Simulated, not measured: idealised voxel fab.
voxel capacitor over wiring: a process module
cross-section cut | 285 nm wide | cells 5 nm
How to read a cross-section here: the picture is a grid of square cells, written as bands going from the top down, and any band can span one or more rows of cells. Each band's line starts with the height of the band's top and of its bottom, in nm. Then come its materials from left to right, each with its width in nm. One material with "everywhere" fills the band from edge to edge. "blank" is empty space. The reference from which all heights are counted is 0, the level beneath which the as-received wafer is entirely one material; the lowest band, having no lower bound, proceeds downward and is written after the example "z 0 and below". Width "30..40": first value at the band's top row of cells, second value at its bottom row, equal change from row to row. "remained the same" after a step means that no cell of the cross-section changed. So "Closed empty spaces" is basically the list of trapped voids: any empty space of 8 cells or more that can't reach the top through an opening. They're written width x height at distance, the distance being from the left edge, and it's all nm. Post-settings text on a step line: simulator's own remark regarding the step. "overlay nm" answers the question of how far to the right of plan the mask lay on a step that has a mask, and when it is negative the answer is to the left. For the reader: what remains of this document is a series of pairs, each showing a cross-section before one process step and a cross-section after that step which reaches down only to the lowest band that changed, with the step between them and its settings set out under the pair. It should not be assumed that a pair continues from the pair above it; the pairs can come from different runs of this module on the same starting wafer, and such continuity exists only where the entry headed "Pre-step cross-section" says so.
Pre-step cross-section:
z 95 to 85: SiO2=110  TiN=5  Cu=5  TiN=5  SiO2=160
z 85 to 75: SiO2=110..100  TiN=15..60  SiO2=160..125
z 75 to 70: SiO2=100  HfO2=60  SiO2=125
z 70 to 65: SiO2=100  TiN=70  SiO2=115
z 65 to 45: SiO2=100  TiN=5  Ru=5  TiN=5  SiO2=170
z 45 to 40: SiCN=100  TiN=15  SiCN=170
z 40 to 20: SiO2=90  TiN=5  W=15  TiN=5  SiO2=55  TiN=5  W=15  TiN=5  SiO2=90
z 20 to 15: SiN=90  TiN=25  SiN=55  TiN=25  SiN=90
z 15 to 0: SiO2 everywhere
z 0 and below: Si everywhere
Closed empty spaces: none
State After Step:
z 100 to 95: SiN everywhere
Heights below 95 show no change.
Closed empty spaces: none
Step, before to after (see cross-sections above): CONFORMAL_DEP (material SiN; thk nm 5)
Pre-step cross-section:
z 70 to 65: TiN everywhere
z 65 to 45: SiO2=100  TiN=5  Ru=5  TiN=5  SiO2=170
z 45 to 40: SiCN=100  TiN=15  SiCN=170
z 40 to 20: SiO2=90  TiN=5  W=15  TiN=5  SiO2=55  TiN=5  W=15  TiN=5  SiO2=90
z 20 to 15: SiN=90  TiN=25  SiN=55  TiN=25  SiN=90
z 15 to 0: SiO2 everywhere
z 0 and below: Si everywhere
Closed empty spaces: none
State After Step:
z 75 to 70: SiN everywhere
Heights below 70 show no change.
Closed empty spaces: none
Step, before to after (see cross-sections above): DIRECTIONAL_DEP (material SiN; thk nm 5)
Pre-step cross-section: just use the after drawing of the pair above as your starting point.
State After Step:
z 80 to 75: TiN everywhere
Heights below 75 show no change.
Closed empty spaces: none
Step, before to after (see cross-sections above): DIRECTIONAL_DEP (material TiN; thk nm 5)
Pre-step cross-section: just use the after drawing of the pair above as your starting point.
State After Step:
z 95 to 80: aC everywhere
Heights below 80 show no change.
Closed empty spaces: none
Step, before to after (see cross-sections above): DIRECTIONAL_DEP (material aC; thk nm 15)
Pre-step cross-section: just use the after drawing of the pair above as your starting point.
State After Step:
z 130 to 95: blank=100  resist=60  blank=125
Heights below 95 show no change.
Closed empty spaces: none
Step, before to after (see cross-sections above): PATTERN (tone cover; mask id UPPER_PLATE; material resist; width nm 60; thk nm 35; overlay nm 0)
Pre-step cross-section: just use the after drawing of the pair above as your starting point.
State After Step:
z 115 to 95: blank=100  resist=60  blank=125
z 95 to 80: blank=100  aC=60  blank=125
Heights below 80 show no change.
Closed empty spaces: none
Step, before to after (see cross-sections above): DIRECTIONAL_ETCH (etch materials aC; depth nm 15)
Pre-step cross-section: just use the after drawing of the pair above as your starting point.
State After Step:
z 95 to 80: blank=100  aC=60  blank=125
Heights below 80 show no change.
Closed empty spaces: none
Step, before to after (see cross-sections above): STRIP (etch materials resist)
Pre-step cross-section: just use the after drawing of the pair above as your starting point.
State After Step:
z 95 to 80: blank=100  aC=60  blank=125
z 80 to 75: blank=100  TiN=60  blank=125
Heights below 75 show no change.
Closed empty spaces: none
Step, before to after (see cross-sections above): DIRECTIONAL_ETCH (etch materials TiN; depth nm 5)
Pre-step cross-section: just use the after drawing of the pair above as your starting point.
State After Step:
z 80 to 75: blank=100  TiN=60  blank=125
Heights below 75 show no change.
Closed empty spaces: none
Step, before to after (see cross-sections above): STRIP (etch materials aC)
Pre-step cross-section: just use the after drawing of the pair above as your starting point.
State After Step:
z 95 to 90: blank=100  aC=60  blank=125
z 90 to 80: aC everywhere
z 80 to 75: aC=100  TiN=60  aC=125
Heights below 75 show no change.
Closed empty spaces: none
Step, before to after (see cross-sections above): DIRECTIONAL_DEP (material aC; thk nm 15)
Pre-step cross-section: just use the after drawing of the pair above as your starting point.
State After Step:
z 125 to 95: blank=95  resist=70  blank=120
z 95 to 90: blank=95  resist=5  aC=60  resist=5  blank=120
Heights below 90 show no change.
Closed empty spaces: none
Step, before to after (see cross-sections above): PATTERN (tone cover; mask id LOWER_PLATE; material resist; width nm 70; thk nm 30; overlay nm 0)
Pre-step cross-section: just use the after drawing of the pair above as your starting point.
State After Step:
z 110 to 95: blank=95  resist=70  blank=120
z 95 to 90: blank=95  resist=5  aC=60  resist=5  blank=120
z 90 to 80: blank=95  aC=70  blank=120
z 80 to 75: blank=95  aC=5  TiN=60  aC=5  blank=120
Heights below 75 show no change.
Closed empty spaces: none
Step, before to after (see cross-sections above): DIRECTIONAL_ETCH (etch materials aC; depth nm 15)
Pre-step cross-section: just use the after drawing of the pair above as your starting point.
State After Step:
z 95 to 90: blank=100  aC=60  blank=125
Heights below 90 show no change.
Closed empty spaces: none
Step, before to after (see cross-sections above): STRIP (etch materials resist)
Pre-step cross-section: just use the after drawing of the pair above as your starting point.
State After Step:
z 80 to 75: blank=100  TiN=60  blank=125
Heights below 75 show no change.
Closed empty spaces: none
Step, before to after (see cross-sections above): STRIP (etch materials aC)
Pre-step cross-section: just use the after drawing of the pair above as your starting point.
State After Step:
z 100 to 80: SiO2 everywhere
z 80 to 75: SiO2=100  TiN=60  SiO2=125
Heights below 75 show no change.
Closed empty spaces: none
Step, before to after (see cross-sections above): FILL_DEP (material SiO2; thk nm 20)
Pre-step cross-section: just use the after drawing of the pair above as your starting point.
State After Step:
z 95 to 80: SiO2 everywhere
Heights below 80 show no change.
Closed empty spaces: none
Step, before to after (see cross-sections above): CMP (height nm 95)
Pre-step cross-section: just use the after drawing of the pair above as your starting point.
State After Step:
z 115 to 95: resist=110  blank=15  resist=160
Heights below 95 show no change.
Closed empty spaces: none
Step, before to after (see cross-sections above): PATTERN (tone open; mask id PLUG_2; material resist; width nm 15; thk nm 20; overlay nm 0)
Pre-step cross-section: just use the after drawing of the pair above as your starting point.
State After Step:
z 115 to 95: resist=110  blank=15  resist=160
z 95 to 80: SiO2=110  blank=15  SiO2=160
Heights below 80 show no change.
Closed empty spaces: none
Step, before to after (see cross-sections above): DIRECTIONAL_ETCH (etch materials SiO2; depth nm 15)
Pre-step cross-section: just use the after drawing of the pair above as your starting point.
State After Step:
z 95 to 80: SiO2=110  blank=15  SiO2=160
Heights below 80 show no change.
Closed empty spaces: none
Step, before to after (see cross-sections above): STRIP (etch materials resist)
Pre-step cross-section: just use the after drawing of the pair above as your starting point.
State After Step:
z 100 to 95: TiN=115  blank=5  TiN=165
z 95 to 85: SiO2=110  TiN=5  blank=5  TiN=5  SiO2=160
z 85 to 75: SiO2=110..100  TiN=15..60  SiO2=160..125
Heights below 75 show no change.
Closed empty spaces: none
Step, before to after (see cross-sections above): CONFORMAL_DEP (material TiN; thk nm 5)
Pre-step cross-section: just use the after drawing of the pair above as your starting point.
State After Step:
z 110 to 100: Cu everywhere
z 100 to 95: TiN=115  Cu=5  TiN=165
z 95 to 85: SiO2=110  TiN=5  Cu=5  TiN=5  SiO2=160
Heights below 85 show no change.
Closed empty spaces: none
Step, before to after (see cross-sections above): FILL_DEP (material Cu; thk nm 10)
Pre-step cross-section: just use the after drawing of the pair above as your starting point.
State After Step:
z 95 to 85: SiO2=110  TiN=5  Cu=5  TiN=5  SiO2=160
Heights below 85 show no change.
Closed empty spaces: none
Step, before to after (see cross-sections above): CMP (height nm 95)
Pre-step cross-section: just use the after drawing of the pair above as your starting point.
State After Step:
z 100 to 95: SiN everywhere
Heights below 95 show no change.
Closed empty spaces: none
Step, before to after (see cross-sections above): CONFORMAL_DEP (material SiN; thk nm 5)
Pre-step cross-section:
z 95 to 80: aC everywhere
z 80 to 75: TiN everywhere
z 75 to 70: HfO2 everywhere
z 70 to 65: TiN everywhere
z 65 to 45: SiO2=100  TiN=5  Ru=5  TiN=5  SiO2=170
z 45 to 40: SiCN=100  TiN=15  SiCN=170
z 40 to 20: SiO2=90  TiN=5  W=15  TiN=5  SiO2=55  TiN=5  W=15  TiN=5  SiO2=90
z 20 to 15: SiN=90  TiN=25  SiN=55  TiN=25  SiN=90
z 15 to 0: SiO2 everywhere
z 0 and below: Si everywhere
Closed empty spaces: none
State After Step:
z 130 to 95: resist=100  blank=60  resist=125
Heights below 95 show no change.
Closed empty spaces: none
Step, before to after (see cross-sections above): PATTERN (tone open; mask id UPPER_PLATE; material resist; width nm 60; thk nm 35; overlay nm 0)
Pre-step cross-section: just use the after drawing of the pair above as your starting point.
State After Step:
z 115 to 95: resist=100  blank=60  resist=125
z 95 to 80: aC=100  blank=60  aC=125
Heights below 80 show no change.
Closed empty spaces: none
Step, before to after (see cross-sections above): DIRECTIONAL_ETCH (etch materials aC; depth nm 15)
Pre-step cross-section: just use the after drawing of the pair above as your starting point.
State After Step:
z 95 to 80: aC=100  blank=60  aC=125
Heights below 80 show no change.
Closed empty spaces: none
Step, before to after (see cross-sections above): STRIP (etch materials resist)
Pre-step cross-section: just use the after drawing of the pair above as your starting point.
State After Step:
z 95 to 80: aC=100  blank=60  aC=125
z 80 to 75: TiN=100  blank=60  TiN=125
Heights below 75 show no change.
Closed empty spaces: none
Step, before to after (see cross-sections above): DIRECTIONAL_ETCH (etch materials TiN; depth nm 5)
Pre-step cross-section: just use the after drawing of the pair above as your starting point.
State After Step:
z 95 to 80: aC=100  blank=60  aC=125
z 80 to 75: TiN=100  blank=60  TiN=125
z 75 to 70: HfO2=100  blank=60  HfO2=125
Heights below 70 show no change.
Closed empty spaces: none
Step, before to after (see cross-sections above): DIRECTIONAL_ETCH (etch materials HfO2; depth nm 5)
Pre-step cross-section: just use the after drawing of the pair above as your starting point.
State After Step:
z 80 to 75: TiN=100  blank=60  TiN=125
Heights below 75 show no change.
Closed empty spaces: none
Step, before to after (see cross-sections above): STRIP (etch materials aC)
Pre-step cross-section: just use the after drawing of the pair above as your starting point.
State After Step:
z 95 to 85: aC=100  blank=60  aC=125
z 85 to 80: aC everywhere
z 80 to 75: TiN=100  aC=60  TiN=125
z 75 to 70: HfO2=100  aC=60  HfO2=125
Heights below 70 show no change.
Closed empty spaces: none
Step, before to after (see cross-sections above): DIRECTIONAL_DEP (material aC; thk nm 15)
Pre-step cross-section: just use the after drawing of the pair above as your starting point.
State After Step:
z 125 to 95: blank=95  resist=70  blank=120
z 95 to 85: aC=100  resist=60  aC=125
Heights below 85 show no change.
Closed empty spaces: none
Step, before to after (see cross-sections above): PATTERN (tone cover; mask id LOWER_PLATE; material resist; width nm 70; thk nm 30; overlay nm 0)
Pre-step cross-section: just use the after drawing of the pair above as your starting point.
State After Step:
z 110 to 95: blank=95  resist=70  blank=120
z 95 to 85: blank=95  aC=5  resist=60  aC=5  blank=120
z 85 to 80: blank=95  aC=70  blank=120
Heights below 80 show no change.
Closed empty spaces: none
Step, before to after (see cross-sections above): DIRECTIONAL_ETCH (etch materials aC; depth nm 15)
Pre-step cross-section: just use the after drawing of the pair above as your starting point.
State After Step:
z 95 to 85: blank=95  aC=5  blank=60  aC=5  blank=120
Heights below 85 show no change.
Closed empty spaces: none
Step, before to after (see cross-sections above): STRIP (etch materials resist)
Pre-step cross-section: just use the after drawing of the pair above as your starting point.
State After Step:
z 95 to 85: blank=95  aC=5  blank=60  aC=5  blank=120
z 85 to 80: blank=95  aC=70  blank=120
z 80 to 75: blank=95  TiN=5  aC=60  TiN=5  blank=120
Heights below 75 show no change.
Closed empty spaces: none
Step, before to after (see cross-sections above): DIRECTIONAL_ETCH (etch materials TiN; depth nm 5)
Pre-step cross-section: just use the after drawing of the pair above as your starting point.
State After Step:
z 80 to 75: blank=95  TiN=5  blank=60  TiN=5  blank=120
z 75 to 70: HfO2=100  blank=60  HfO2=125
Heights below 70 show no change.
Closed empty spaces: none
Step, before to after (see cross-sections above): STRIP (etch materials aC)
Pre-step cross-section: just use the after drawing of the pair above as your starting point.
State After Step:
z 100 to 80: SiO2 everywhere
z 80 to 75: SiO2=95  TiN=5  SiO2=60  TiN=5  SiO2=120
z 75 to 70: HfO2=100  SiO2=60  HfO2=125
Heights below 70 show no change.
Closed empty spaces: none
Step, before to after (see cross-sections above): FILL_DEP (material SiO2; thk nm 20)
Pre-step cross-section: just use the after drawing of the pair above as your starting point.
State After Step:
z 95 to 80: SiO2 everywhere
Heights below 80 show no change.
Closed empty spaces: none
Step, before to after (see cross-sections above): CMP (height nm 95)
Pre-step cross-section: just use the after drawing of the pair above as your starting point.
State After Step:
z 115 to 95: resist=110  blank=15  resist=160
Heights below 95 show no change.
Closed empty spaces: none
Step, before to after (see cross-sections above): PATTERN (tone open; mask id PLUG_2; material resist; width nm 15; thk nm 20; overlay nm 0)
Pre-step cross-section: just use the after drawing of the pair above as your starting point.
State After Step:
z 115 to 95: resist=110  blank=15  resist=160
z 95 to 80: SiO2=110  blank=15  SiO2=160
Heights below 80 show no change.
Closed empty spaces: none
Step, before to after (see cross-sections above): DIRECTIONAL_ETCH (etch materials SiO2; depth nm 15)
Pre-step cross-section: just use the after drawing of the pair above as your starting point.
State After Step:
z 95 to 80: SiO2=110  blank=15  SiO2=160
Heights below 80 show no change.
Closed empty spaces: none
Step, before to after (see cross-sections above): STRIP (etch materials resist)
Pre-step cross-section: just use the after drawing of the pair above as your starting point.
State After Step:
z 100 to 95: TiN=115  blank=5  TiN=165
z 95 to 85: SiO2=110  TiN=5  blank=5  TiN=5  SiO2=160
z 85 to 80: SiO2=110  TiN=15  SiO2=160
Heights below 80 show no change.
Closed empty spaces: none
Step, before to after (see cross-sections above): CONFORMAL_DEP (material TiN; thk nm 5)
Pre-step cross-section: just use the after drawing of the pair above as your starting point.
State After Step:
z 110 to 100: Cu everywhere
z 100 to 95: TiN=115  Cu=5  TiN=165
z 95 to 85: SiO2=110  TiN=5  Cu=5  TiN=5  SiO2=160
Heights below 85 show no change.
Closed empty spaces: none
Step, before to after (see cross-sections above): FILL_DEP (material Cu; thk nm 10)
Pre-step cross-section: just use the after drawing of the pair above as your starting point.
State After Step:
z 95 to 85: SiO2=110  TiN=5  Cu=5  TiN=5  SiO2=160
Heights below 85 show no change.
Closed empty spaces: none
Step, before to after (see cross-sections above): CMP (height nm 95)
Pre-step cross-section: just use the after drawing of the pair above as your starting point.
State After Step:
z 100 to 95: SiN everywhere
Heights below 95 show no change.
Closed empty spaces: none
Step, before to after (see cross-sections above): CONFORMAL_DEP (material SiN; thk nm 5)
